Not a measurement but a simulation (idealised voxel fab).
Process module name: voxel self aligned vias
We display cut, a cross-section 285 nm in width whose square cells are each 5 nm.
We lay out every cross-section as a grid of square cells and spell it out in bands from the top down, where one band means one or more rows of cells. Quick guide to a band line: top height, bottom height (nm) up front; then every material left to right with its width in nm. Only one material and it's marked "throughout"? Then it fills the band edge to edge. And "blank" just means empty space. Measure heights from 0. That's the level where, below it, the as-received wafer is all one material. The lowest band is bottomless and extends downward; write it as in "0 -> down". The two numbers in a width such as "30->40" mark its ends across the band: the first belongs to the top row of cells, the second to the bottom row, and from each row to the next the width moves by the same amount. What does "no alteration" mean for a step? It means no cell of the cross-section changed in that step. For the entry "Completely enclosed voids", the listed items are empty spaces with no open way to the top whose size is 8 cells or more; each item follows the pattern width x height at distance, where distance is from the left edge and all three are in nm. What comes after the settings on a step's line is commentary from the simulator itself on that step. "overlay nm" answers the question of how far to the right of plan the mask lay on a step that has a mask, and when it is negative the answer is to the left.
## Process steps - plan
1) RECEIVE, material Si
2) CONFORMAL_DEP, material SiO2, thk nm 10
3) CONFORMAL_DEP, material SiCN, thk nm 5
4) DIRECTIONAL_DEP, material lowk, thk nm 25
5) MASKED_ETCH, tone open, mask id LINES, width nm 20, pitch nm 45, etch materials lowk, depth nm 25, overlay nm 0
6) CONFORMAL_DEP, material TiN, thk nm 5
7) FILL_DEP, material W, thk nm 10
8) CMP, height nm 40
9) SELECTIVE_ETCH, etch materials W Ru TiN, depth nm 5
10) FILL_DEP, material SiN, thk nm 5
11) CMP, height nm 40
12) DIRECTIONAL_DEP, material lowk, thk nm 20
13) DIRECTIONAL_DEP, material aC, thk nm 10
14) PATTERN, tone open, mask id VIAS, material resist, width nm 30, pitch nm 90, thk nm 30, overlay nm 0
15) DIRECTIONAL_ETCH, etch materials aC, depth nm 10
16) STRIP, etch materials resist
17) DIRECTIONAL_ETCH, etch materials lowk, depth nm 20
18) DIRECTIONAL_ETCH, etch materials SiN, depth nm 5
19) STRIP, etch materials aC
20) CONFORMAL_DEP, material TiN, thk nm 5
21) FILL_DEP, material Ru, thk nm 5
22) CMP, height nm 60
23) CONFORMAL_DEP, material SiCN, thk nm 5
## This is the cross-section of the wafer as we received it, i.e. after step 1
* 0 -> down: Si throughout
* Completely enclosed voids: none
## Cross-sectional image of the first of two wafers at the end of the module, the run having proceeded as planned
* 65 -> 60: SiCN throughout
* 60 -> 45: lowk=80 / TiN=5 / Ru=20 / TiN=5 / lowk=60 / TiN=5 / Ru=20 / TiN=5 / lowk=85
* 45 -> 40: lowk=80 / TiN=10 / Ru=10 / TiN=10 / lowk=60 / TiN=10 / Ru=10 / TiN=10 / lowk=85
* 40 -> 35: lowk=85 / TiN=20 / lowk=25 / SiN=20 / lowk=25 / TiN=20 / lowk=90
* 35 -> 20: lowk=85 / TiN=5 / W=10 / TiN=5 / lowk=25 / TiN=5 / W=10 / TiN=5 / lowk=25 / TiN=5 / W=10 / TiN=5 / lowk=90
* 20 -> 15: lowk=85 / TiN=20 / lowk=25 / TiN=20 / lowk=25 / TiN=20 / lowk=90
* 15 -> 10: SiCN throughout
* 10 -> 0: SiO2 throughout
* 0 -> down: Si throughout
* Completely enclosed voids: none
## Presented here is a cross-section of the second of the two wafers as it stood at the end of the module. It was started in the same manner and assigned the same plan as the first wafer; however, one mistake was made in its execution
* 65 -> 60: SiCN throughout
* 60 -> 40: lowk=80 / TiN=5 / Ru=20 / TiN=5 / lowk=60 / TiN=5 / Ru=20 / TiN=5 / lowk=85
* 40 -> 35: lowk=80 / TiN=30 / lowk=20 / SiN=20 / lowk=20 / TiN=30 / lowk=85
* 35 -> 20: lowk=80 / TiN=10 / W=10 / TiN=10 / lowk=20 / TiN=5 / W=10 / TiN=5 / lowk=20 / TiN=10 / W=10 / TiN=10 / lowk=85
* 20 -> 15: lowk=85 / TiN=20 / lowk=25 / TiN=20 / lowk=25 / TiN=20 / lowk=90
* 15 -> 10: SiCN throughout
* 10 -> 0: SiO2 throughout
* 0 -> down: Si throughout
* Completely enclosed voids: none
Short version of what went wrong: twice over, step 17 of the plan was run
End of process, cell counts, second wafer against first, materials with more or fewer: Ru: 4 more, TiN: 12 more, lowk: 16 fewer
